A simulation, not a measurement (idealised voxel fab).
Presented below is a process module, voxel transistor to metal.
This is section cut - it's 215 nm across, gridded in 5 nm square cells.
Just so we're on the same page, the cross-sections are grids of square cells, and they're listed out in bands top to bottom, each band one or more rows deep.
Basically the band line says how high the top is and how high the bottom is, in nm, and then what's in it from left to right, every material with its width in nm. Empty space shows up as "blank", and if a single material carries "throughout" it runs the full band edge to edge.
Note: height 0 marks the level under which the wafer is uniformly one material as received. Lowest band unbounded below, written "from 0 down".
So if you see something like "30->40" for the width, read it as the top row of the band sitting at the first number and the bottom row at the second, with every row in between moving by the same amount as the last.
"no change occurred" after a step means that no cell of the cross-section changed.
Look at "Enclosed internal cavities" for the closed voids: empty spaces with no open path to the top, sized 8 cells or up. Each is width x height at distance, distance from the left edge, all nm.
Past the settings on a step's line: simulator remark, on that step.
"overlay nm" answers the question of how far to the right of plan the mask lay on a step that has a mask, and when it is negative the answer is to the left.

## Listed below are the process steps as planned
1. RECEIVE with material Si
2. CONFORMAL_DEP with material SiO2, thk nm 5
3. CONFORMAL_DEP with material SiN, thk nm 15
4. MASKED_ETCH with tone cover, mask id ACTIVE, width nm 110, etch materials SiN, depth nm 15, overlay nm 0
5. MASKED_ETCH with tone cover, mask id ACTIVE, width nm 110, etch materials SiO2, depth nm 5, overlay nm 0
6. MASKED_ETCH with tone cover, mask id ACTIVE, width nm 110, etch materials Si, depth nm 25, overlay nm 0
7. OXIDIZE with depth nm 5
8. FILL_DEP with material SiO2, thk nm 15
9. CMP with height nm 20
10. SELECTIVE_ETCH with etch materials SiO2, depth nm 15
11. STRIP with etch materials SiN
12. SELECTIVE_ETCH with etch materials SiO2, depth nm 5
13. OXIDIZE with depth nm 5
14. DIRECTIONAL_DEP with material polySi, thk nm 30
15. DIRECTIONAL_DEP with material SiCN, thk nm 15
16. DIRECTIONAL_DEP with material aC, thk nm 15
17. PATTERN with tone cover, mask id GATE, material resist, width nm 30, thk nm 30, overlay nm 0
18. DIRECTIONAL_ETCH with etch materials aC, depth nm 15
19. STRIP with etch materials resist
20. DIRECTIONAL_ETCH with etch materials SiCN, depth nm 25
21. DIRECTIONAL_ETCH with etch materials polySi, depth nm 40
22. STRIP with etch materials aC
23. CONFORMAL_DEP with material SiO2, thk nm 5
24. DIRECTIONAL_ETCH with etch materials SiO2, depth nm 5
25. CONFORMAL_DEP with material SiN, thk nm 5
26. DIRECTIONAL_ETCH with etch materials SiN, depth nm 5
27. DIRECTIONAL_ETCH with etch materials SiO2, depth nm 5
28. DIRECTIONAL_ETCH with etch materials Si, depth nm 5
29. EPI with material pSi, thk nm 5
30. FILL_DEP with material SiO2, thk nm 5
31. CMP with height nm 30
32. STRIP with etch materials polySi
33. SELECTIVE_ETCH with etch materials SiO2, depth nm 5
34. CONFORMAL_DEP with material HfO2, thk nm 5
35. CONFORMAL_DEP with material TiN, thk nm 5
36. FILL_DEP with material W, thk nm 5
37. CMP with height nm 25
38. DIRECTIONAL_DEP with material SiO2, thk nm 15
39. DIRECTIONAL_DEP with material aC, thk nm 15
40. PATTERN with tone open, mask id CONTACT, material resist, width nm 20, pitch nm 80, thk nm 30, overlay nm 0
41. DIRECTIONAL_ETCH with etch materials aC, depth nm 15
42. STRIP with etch materials resist
43. DIRECTIONAL_ETCH with etch materials SiO2, depth nm 45
44. STRIP with etch materials aC
45. CONFORMAL_DEP with material TiN, thk nm 5
46. FILL_DEP with material W, thk nm 10
47. CMP with height nm 40
48. DIRECTIONAL_DEP with material TiN, thk nm 5
49. DIRECTIONAL_DEP with material Ru, thk nm 20
50. DIRECTIONAL_DEP with material aC, thk nm 10
51. PATTERN with tone cover, mask id METAL_1, material resist, width nm 20, pitch nm 80, thk nm 25, overlay nm 0
52. DIRECTIONAL_ETCH with etch materials aC, depth nm 10
53. STRIP with etch materials resist
54. DIRECTIONAL_ETCH with etch materials Ru, depth nm 20
55. DIRECTIONAL_ETCH with etch materials TiN, depth nm 5
56. STRIP with etch materials aC
57. CONFORMAL_DEP with material SiCN, thk nm 5
58. FILL_DEP with material SiO2, thk nm 10
59. CMP with height nm 65
60. CONFORMAL_DEP with material SiCN, thk nm 5

## First of two wafers, with the run carried out as planned

## As received (post step 1): cross-section
    from 0 down  Si throughout
    Enclosed internal cavities: none

## Take a look at the wafer's cross-section after step 2
    from 5 to 0  SiO2 throughout
    For the remainder of the cross-section, below 0, there is no change.

## Take a look at the wafer's cross-section after step 3
    from 20 to 5  SiN throughout
    For the remainder of the cross-section, below 5, there is no change.

## Take a look at the wafer's cross-section after step 4
    from 20 to 5  blank=50, SiN=110, blank=55
    For the remainder of the cross-section, below 5, there is no change.

## Take a look at the wafer's cross-section after step 5
    from 20 to 5  blank=50, SiN=110, blank=55
    from 5 to 0  blank=50, SiO2=110, blank=55
    For the remainder of the cross-section, below 0, there is no change.

## Take a look at the wafer's cross-section after step 6
    from 20 to 5  blank=50, SiN=110, blank=55
    from 5 to 0  blank=50, SiO2=110, blank=55
    from 0 to -25  blank=50, Si=110, blank=55
    For the remainder of the cross-section, below -25, there is no change.

## Take a look at the wafer's cross-section after step 7
    from 20 to 5  blank=50, SiN=110, blank=55
    from 5 to 0  blank=50, SiO2=110, blank=55
    from 0 to -25  blank=50, SiO2=5, Si=100, SiO2=5, blank=55
    from -25 to -30  SiO2=55, Si=100, SiO2=60
    For the remainder of the cross-section, below -30, there is no change.

## Take a look at the wafer's cross-section after step 8
    from 35 to 20  SiO2 throughout
    from 20 to 5  SiO2=50, SiN=110, SiO2=55
    from 5 to 0  SiO2 throughout
    from 0 to -30  SiO2=55, Si=100, SiO2=60
    For the remainder of the cross-section, below -30, there is no change.

## Take a look at the wafer's cross-section after step 9
    from 20 to 5  SiO2=50, SiN=110, SiO2=55
    For the remainder of the cross-section, below 5, there is no change.

## Take a look at the wafer's cross-section after step 10
    from 20 to 5  blank=50, SiN=110, blank=55
    For the remainder of the cross-section, below 5, there is no change.

## Take a look at the wafer's cross-section after step 11
    from 5 to 0  SiO2 throughout
    For the remainder of the cross-section, below 0, there is no change.

## Take a look at the wafer's cross-section after step 12
    from 0 to -30  SiO2=55, Si=100, SiO2=60
    For the remainder of the cross-section, below -30, there is no change.

## Take a look at the wafer's cross-section after step 13
    from 0 to -5  SiO2 throughout
    For the remainder of the cross-section, below -5, there is no change.

## Take a look at the wafer's cross-section after step 14
    from 30 to 0  polySi throughout
    For the remainder of the cross-section, below 0, there is no change.

## Take a look at the wafer's cross-section after step 15
    from 45 to 30  SiCN throughout
    For the remainder of the cross-section, below 30, there is no change.

## Take a look at the wafer's cross-section after step 16
    from 60 to 45  aC throughout
    For the remainder of the cross-section, below 45, there is no change.

## Take a look at the wafer's cross-section after step 17
    from 90 to 60  blank=90, resist=30, blank=95
    For the remainder of the cross-section, below 60, there is no change.

## Take a look at the wafer's cross-section after step 18
    from 75 to 60  blank=90, resist=30, blank=95
    from 60 to 45  blank=90, aC=30, blank=95
    For the remainder of the cross-section, below 45, there is no change.

## Take a look at the wafer's cross-section after step 19
    from 60 to 45  blank=90, aC=30, blank=95
    For the remainder of the cross-section, below 45, there is no change.

## Take a look at the wafer's cross-section after step 20
    from 60 to 45  blank=90, aC=30, blank=95
    from 45 to 30  blank=90, SiCN=30, blank=95
    For the remainder of the cross-section, below 30, there is no change.

## Take a look at the wafer's cross-section after step 21
    from 60 to 45  blank=90, aC=30, blank=95
    from 45 to 30  blank=90, SiCN=30, blank=95
    from 30 to 0  blank=90, polySi=30, blank=95
    For the remainder of the cross-section, below 0, there is no change.

## Take a look at the wafer's cross-section after step 22
    from 45 to 30  blank=90, SiCN=30, blank=95
    For the remainder of the cross-section, below 30, there is no change.

## Take a look at the wafer's cross-section after step 23
    from 50 to 45  blank=85, SiO2=40, blank=90
    from 45 to 30  blank=85, SiO2=5, SiCN=30, SiO2=5, blank=90
    from 30 to 5  blank=85, SiO2=5, polySi=30, SiO2=5, blank=90
    from 5 to 0  SiO2=90, polySi=30, SiO2=95
    For the remainder of the cross-section, below 0, there is no change.

## Take a look at the wafer's cross-section after step 24
    from 45 to 30  blank=85, SiO2=5, SiCN=30, SiO2=5, blank=90
    from 30 to 0  blank=85, SiO2=5, polySi=30, SiO2=5, blank=90
    For the remainder of the cross-section, below 0, there is no change.

## Take a look at the wafer's cross-section after step 25
    from 50 to 45  blank=80, SiN=50, blank=85
    from 45 to 30  blank=80, SiN=5, SiO2=5, SiCN=30, SiO2=5, SiN=5, blank=85
    from 30 to 5  blank=80, SiN=5, SiO2=5, polySi=30, SiO2=5, SiN=5, blank=85
    from 5 to 0  SiN=85, SiO2=5, polySi=30, SiO2=5, SiN=90
    For the remainder of the cross-section, below 0, there is no change.

## Take a look at the wafer's cross-section after step 26
    from 45 to 30  blank=80, SiN=5, SiO2=5, SiCN=30, SiO2=5, SiN=5, blank=85
    from 30 to 0  blank=80, SiN=5, SiO2=5, polySi=30, SiO2=5, SiN=5, blank=85
    For the remainder of the cross-section, below 0, there is no change.

## Take a look at the wafer's cross-section after step 27
    from 45 to 40  blank=80, SiN=5, blank=5, SiCN=30, blank=5, SiN=5, blank=85
    from 40 to 30  blank=80, SiN=5, SiO2=5, SiCN=30, SiO2=5, SiN=5, blank=85
    from 30 to 0  blank=80, SiN=5, SiO2=5, polySi=30, SiO2=5, SiN=5, blank=85
    from 0 to -5  blank=80, SiO2=50, blank=85
    For the remainder of the cross-section, below -5, there is no change.

## Take a look at the wafer's cross-section after step 28
    from 45 to 40  blank=80, SiN=5, blank=5, SiCN=30, blank=5, SiN=5, blank=85
    from 40 to 30  blank=80, SiN=5, SiO2=5, SiCN=30, SiO2=5, SiN=5, blank=85
    from 30 to 0  blank=80, SiN=5, SiO2=5, polySi=30, SiO2=5, SiN=5, blank=85
    from 0 to -5  blank=80, SiO2=50, blank=85
    from -5 to -10  SiO2=55, blank=25, Si=50, blank=25, SiO2=60
    For the remainder of the cross-section, below -10, there is no change.

## Take a look at the wafer's cross-section after step 29
    from 45 to 40  blank=80, SiN=5, blank=5, SiCN=30, blank=5, SiN=5, blank=85
    from 40 to 30  blank=80, SiN=5, SiO2=5, SiCN=30, SiO2=5, SiN=5, blank=85
    from 30 to 0  blank=80, SiN=5, SiO2=5, polySi=30, SiO2=5, SiN=5, blank=85
    from 0 to -5  blank=75, pSi=5, SiO2=50, pSi=5, blank=80
    from -5 to -10  SiO2=55, pSi=25, Si=50, pSi=25, SiO2=60
    For the remainder of the cross-section, below -10, there is no change.

## Take a look at the wafer's cross-section after step 30
    from 50 to 45  SiO2 throughout
    from 45 to 30  SiO2=80, SiN=5, SiO2=5, SiCN=30, SiO2=5, SiN=5, SiO2=85
    from 30 to 0  SiO2=80, SiN=5, SiO2=5, polySi=30, SiO2=5, SiN=5, SiO2=85
    from 0 to -5  SiO2=75, pSi=5, SiO2=50, pSi=5, SiO2=80
    For the remainder of the cross-section, below -5, there is no change.

## Take a look at the wafer's cross-section after step 31
    from 30 to 0  SiO2=80, SiN=5, SiO2=5, polySi=30, SiO2=5, SiN=5, SiO2=85
    For the remainder of the cross-section, below 0, there is no change.

## Take a look at the wafer's cross-section after step 32
    from 30 to 0  SiO2=80, SiN=5, SiO2=5, blank=30, SiO2=5, SiN=5, SiO2=85
    For the remainder of the cross-section, below 0, there is no change.

## Take a look at the wafer's cross-section after step 33
    from 30 to 25  blank=80, SiN=5, blank=40, SiN=5, blank=85
    from 25 to 0  SiO2=80, SiN=5, blank=40, SiN=5, SiO2=85
    from 0 to -5  SiO2=75, pSi=5, SiO2=5, blank=40, SiO2=5, pSi=5, SiO2=80
    For the remainder of the cross-section, below -5, there is no change.

## Take a look at the wafer's cross-section after step 34
    from 35 to 30  blank=75, HfO2=15, blank=30, HfO2=15, blank=80
    from 30 to 25  HfO2=80, SiN=5, HfO2=5, blank=30, HfO2=5, SiN=5, HfO2=85
    from 25 to 0  SiO2=80, SiN=5, HfO2=5, blank=30, HfO2=5, SiN=5, SiO2=85
    from 0 to -5  SiO2=75, pSi=5, SiO2=5, HfO2=40, SiO2=5, pSi=5, SiO2=80
    For the remainder of the cross-section, below -5, there is no change.

## Take a look at the wafer's cross-section after step 35
    from 40 to 35  blank=70, TiN=25, blank=20, TiN=25, blank=75
    from 35 to 30  TiN=75, HfO2=15, TiN=5, blank=20, TiN=5, HfO2=15, TiN=80
    from 30 to 25  HfO2=80, SiN=5, HfO2=5, TiN=5, blank=20, TiN=5, HfO2=5, SiN=5, HfO2=85
    from 25 to 5  SiO2=80, SiN=5, HfO2=5, TiN=5, blank=20, TiN=5, HfO2=5, SiN=5, SiO2=85
    from 5 to 0  SiO2=80, SiN=5, HfO2=5, TiN=30, HfO2=5, SiN=5, SiO2=85
    For the remainder of the cross-section, below 0, there is no change.

## Take a look at the wafer's cross-section after step 36
    from 45 to 40  W throughout
    from 40 to 35  W=70, TiN=25, W=20, TiN=25, W=75
    from 35 to 30  TiN=75, HfO2=15, TiN=5, W=20, TiN=5, HfO2=15, TiN=80
    from 30 to 25  HfO2=80, SiN=5, HfO2=5, TiN=5, W=20, TiN=5, HfO2=5, SiN=5, HfO2=85
    from 25 to 5  SiO2=80, SiN=5, HfO2=5, TiN=5, W=20, TiN=5, HfO2=5, SiN=5, SiO2=85
    For the remainder of the cross-section, below 5, there is no change.

## Take a look at the wafer's cross-section after step 37
    from 25 to 5  SiO2=80, SiN=5, HfO2=5, TiN=5, W=20, TiN=5, HfO2=5, SiN=5, SiO2=85
    For the remainder of the cross-section, below 5, there is no change.

## Take a look at the wafer's cross-section after step 38
    from 40 to 25  SiO2 throughout
    For the remainder of the cross-section, below 25, there is no change.

## Take a look at the wafer's cross-section after step 39
    from 55 to 40  aC throughout
    For the remainder of the cross-section, below 40, there is no change.

## Take a look at the wafer's cross-section after step 40
    from 85 to 55  resist=55, blank=20, resist=60, blank=20, resist=60
    For the remainder of the cross-section, below 55, there is no change.

## Take a look at the wafer's cross-section after step 41
    from 70 to 55  resist=55, blank=20, resist=60, blank=20, resist=60
    from 55 to 40  aC=55, blank=20, aC=60, blank=20, aC=60
    For the remainder of the cross-section, below 40, there is no change.

## Take a look at the wafer's cross-section after step 42
    from 55 to 40  aC=55, blank=20, aC=60, blank=20, aC=60
    For the remainder of the cross-section, below 40, there is no change.

## Take a look at the wafer's cross-section after step 43
    from 55 to 40  aC=55, blank=20, aC=60, blank=20, aC=60
    from 40 to 25  SiO2=55, blank=20, SiO2=60, blank=20, SiO2=60
    from 25 to 5  SiO2=55, blank=20, SiO2=5, SiN=5, HfO2=5, TiN=5, W=20, TiN=5, HfO2=5, SiN=5, SiO2=5, blank=20, SiO2=60
    from 5 to 0  SiO2=55, blank=20, SiO2=5, SiN=5, HfO2=5, TiN=30, HfO2=5, SiN=5, SiO2=5, blank=20, SiO2=60
    from 0 to -5  SiO2=55, blank=20, pSi=5, SiO2=5, HfO2=40, SiO2=5, pSi=5, blank=20, SiO2=60
    For the remainder of the cross-section, below -5, there is no change.

## Take a look at the wafer's cross-section after step 44
    from 40 to 25  SiO2=55, blank=20, SiO2=60, blank=20, SiO2=60
    For the remainder of the cross-section, below 25, there is no change.

## Take a look at the wafer's cross-section after step 45
    from 45 to 40  TiN=60, blank=10, TiN=70, blank=10, TiN=65
    from 40 to 25  SiO2=55, TiN=5, blank=10, TiN=5, SiO2=60, TiN=5, blank=10, TiN=5, SiO2=60
    from 25 to 5  SiO2=55, TiN=5, blank=10, TiN=5, SiO2=5, SiN=5, HfO2=5, TiN=5, W=20, TiN=5, HfO2=5, SiN=5, SiO2=5, TiN=5, blank=10, TiN=5, SiO2=60
    from 5 to 0  SiO2=55, TiN=5, blank=10, TiN=5, SiO2=5, SiN=5, HfO2=5, TiN=30, HfO2=5, SiN=5, SiO2=5, TiN=5, blank=10, TiN=5, SiO2=60
    from 0 to -5  SiO2=55, TiN=20, pSi=5, SiO2=5, HfO2=40, SiO2=5, pSi=5, TiN=20, SiO2=60
    For the remainder of the cross-section, below -5, there is no change.

## Take a look at the wafer's cross-section after step 46
    from 55 to 45  W throughout
    from 45 to 40  TiN=60, W=10, TiN=70, W=10, TiN=65
    from 40 to 25  SiO2=55, TiN=5, W=10, TiN=5, SiO2=60, TiN=5, W=10, TiN=5, SiO2=60
    from 25 to 5  SiO2=55, TiN=5, W=10, TiN=5, SiO2=5, SiN=5, HfO2=5, TiN=5, W=20, TiN=5, HfO2=5, SiN=5, SiO2=5, TiN=5, W=10, TiN=5, SiO2=60
    from 5 to 0  SiO2=55, TiN=5, W=10, TiN=5, SiO2=5, SiN=5, HfO2=5, TiN=30, HfO2=5, SiN=5, SiO2=5, TiN=5, W=10, TiN=5, SiO2=60
    For the remainder of the cross-section, below 0, there is no change.

## Take a look at the wafer's cross-section after step 47
    from 40 to 25  SiO2=55, TiN=5, W=10, TiN=5, SiO2=60, TiN=5, W=10, TiN=5, SiO2=60
    For the remainder of the cross-section, below 25, there is no change.

## Take a look at the wafer's cross-section after step 48
    from 45 to 40  TiN throughout
    For the remainder of the cross-section, below 40, there is no change.

## Take a look at the wafer's cross-section after step 49
    from 65 to 45  Ru throughout
    For the remainder of the cross-section, below 45, there is no change.

## Take a look at the wafer's cross-section after step 50
    from 75 to 65  aC throughout
    For the remainder of the cross-section, below 65, there is no change.

## Take a look at the wafer's cross-section after step 51
    from 100 to 75  blank=55, resist=20, blank=60, resist=20, blank=60
    For the remainder of the cross-section, below 75, there is no change.

## Take a look at the wafer's cross-section after step 52
    from 90 to 75  blank=55, resist=20, blank=60, resist=20, blank=60
    from 75 to 65  blank=55, aC=20, blank=60, aC=20, blank=60
    For the remainder of the cross-section, below 65, there is no change.

## Take a look at the wafer's cross-section after step 53
    from 75 to 65  blank=55, aC=20, blank=60, aC=20, blank=60
    For the remainder of the cross-section, below 65, there is no change.

## Take a look at the wafer's cross-section after step 54
    from 75 to 65  blank=55, aC=20, blank=60, aC=20, blank=60
    from 65 to 45  blank=55, Ru=20, blank=60, Ru=20, blank=60
    For the remainder of the cross-section, below 45, there is no change.

## Take a look at the wafer's cross-section after step 55
    from 75 to 65  blank=55, aC=20, blank=60, aC=20, blank=60
    from 65 to 45  blank=55, Ru=20, blank=60, Ru=20, blank=60
    from 45 to 40  blank=55, TiN=20, blank=60, TiN=20, blank=60
    For the remainder of the cross-section, below 40, there is no change.

## Take a look at the wafer's cross-section after step 56
    from 65 to 45  blank=55, Ru=20, blank=60, Ru=20, blank=60
    For the remainder of the cross-section, below 45, there is no change.

## Take a look at the wafer's cross-section after step 57
    from 70 to 65  blank=50, SiCN=30, blank=50, SiCN=30, blank=55
    from 65 to 45  blank=50, SiCN=5, Ru=20, SiCN=5, blank=50, SiCN=5, Ru=20, SiCN=5, blank=55
    from 45 to 40  SiCN=55, TiN=20, SiCN=60, TiN=20, SiCN=60
    For the remainder of the cross-section, below 40, there is no change.

## Take a look at the wafer's cross-section after step 58
    from 80 to 70  SiO2 throughout
    from 70 to 65  SiO2=50, SiCN=30, SiO2=50, SiCN=30, SiO2=55
    from 65 to 45  SiO2=50, SiCN=5, Ru=20, SiCN=5, SiO2=50, SiCN=5, Ru=20, SiCN=5, SiO2=55
    For the remainder of the cross-section, below 45, there is no change.

## Take a look at the wafer's cross-section after step 59
    from 65 to 45  SiO2=50, SiCN=5, Ru=20, SiCN=5, SiO2=50, SiCN=5, Ru=20, SiCN=5, SiO2=55
    For the remainder of the cross-section, below 45, there is no change.

## Take a look at the wafer's cross-section after step 60
    from 70 to 65  SiCN throughout
    For the remainder of the cross-section, below 65, there is no change.

## Wafer two of the pair: same origin, same plan, one error during the run; identical to wafer one up to and including step 47

## At the planned end of step 48, the second wafer in cross-section
    from 45 to 40  HfO2 throughout
    For the remainder of the cross-section, below 40, there is no change.

## At the planned end of step 49, the second wafer in cross-section
    from 65 to 45  Ru throughout
    For the remainder of the cross-section, below 45, there is no change.

## At the planned end of step 50, the second wafer in cross-section
    from 75 to 65  aC throughout
    For the remainder of the cross-section, below 65, there is no change.

## At the planned end of step 51, the second wafer in cross-section
    from 100 to 75  blank=55, resist=20, blank=60, resist=20, blank=60
    For the remainder of the cross-section, below 75, there is no change.

## At the planned end of step 52, the second wafer in cross-section
    from 90 to 75  blank=55, resist=20, blank=60, resist=20, blank=60
    from 75 to 65  blank=55, aC=20, blank=60, aC=20, blank=60
    For the remainder of the cross-section, below 65, there is no change.

## At the planned end of step 53, the second wafer in cross-section
    from 75 to 65  blank=55, aC=20, blank=60, aC=20, blank=60
    For the remainder of the cross-section, below 65, there is no change.

## At the planned end of step 54, the second wafer in cross-section
    from 75 to 65  blank=55, aC=20, blank=60, aC=20, blank=60
    from 65 to 45  blank=55, Ru=20, blank=60, Ru=20, blank=60
    For the remainder of the cross-section, below 45, there is no change.

At the planned end of step 55, the second wafer in cross-section: no change occurred

## At the planned end of step 56, the second wafer in cross-section
    from 65 to 45  blank=55, Ru=20, blank=60, Ru=20, blank=60
    For the remainder of the cross-section, below 45, there is no change.

## At the planned end of step 57, the second wafer in cross-section
    from 70 to 65  blank=50, SiCN=30, blank=50, SiCN=30, blank=55
    from 65 to 50  blank=50, SiCN=5, Ru=20, SiCN=5, blank=50, SiCN=5, Ru=20, SiCN=5, blank=55
    from 50 to 45  SiCN=55, Ru=20, SiCN=60, Ru=20, SiCN=60
    For the remainder of the cross-section, below 45, there is no change.

## At the planned end of step 58, the second wafer in cross-section
    from 80 to 70  SiO2 throughout
    from 70 to 65  SiO2=50, SiCN=30, SiO2=50, SiCN=30, SiO2=55
    from 65 to 50  SiO2=50, SiCN=5, Ru=20, SiCN=5, SiO2=50, SiCN=5, Ru=20, SiCN=5, SiO2=55
    For the remainder of the cross-section, below 50, there is no change.

## At the planned end of step 59, the second wafer in cross-section
    from 65 to 50  SiO2=50, SiCN=5, Ru=20, SiCN=5, SiO2=50, SiCN=5, Ru=20, SiCN=5, SiO2=55
    For the remainder of the cross-section, below 50, there is no change.

## At the planned end of step 60, the second wafer in cross-section
    from 70 to 65  SiCN throughout
    For the remainder of the cross-section, below 65, there is no change.
Finding, execution versus plan: step 48 was processed under conditions differing from the plan, specifically as DIRECTIONAL_DEP with material HfO2, thk nm 5
End of process, cell counts, second wafer against first, materials with more or fewer: HfO2: 43 more; SiCN: 4 fewer; SiO2: 31 fewer; TiN: 8 fewer
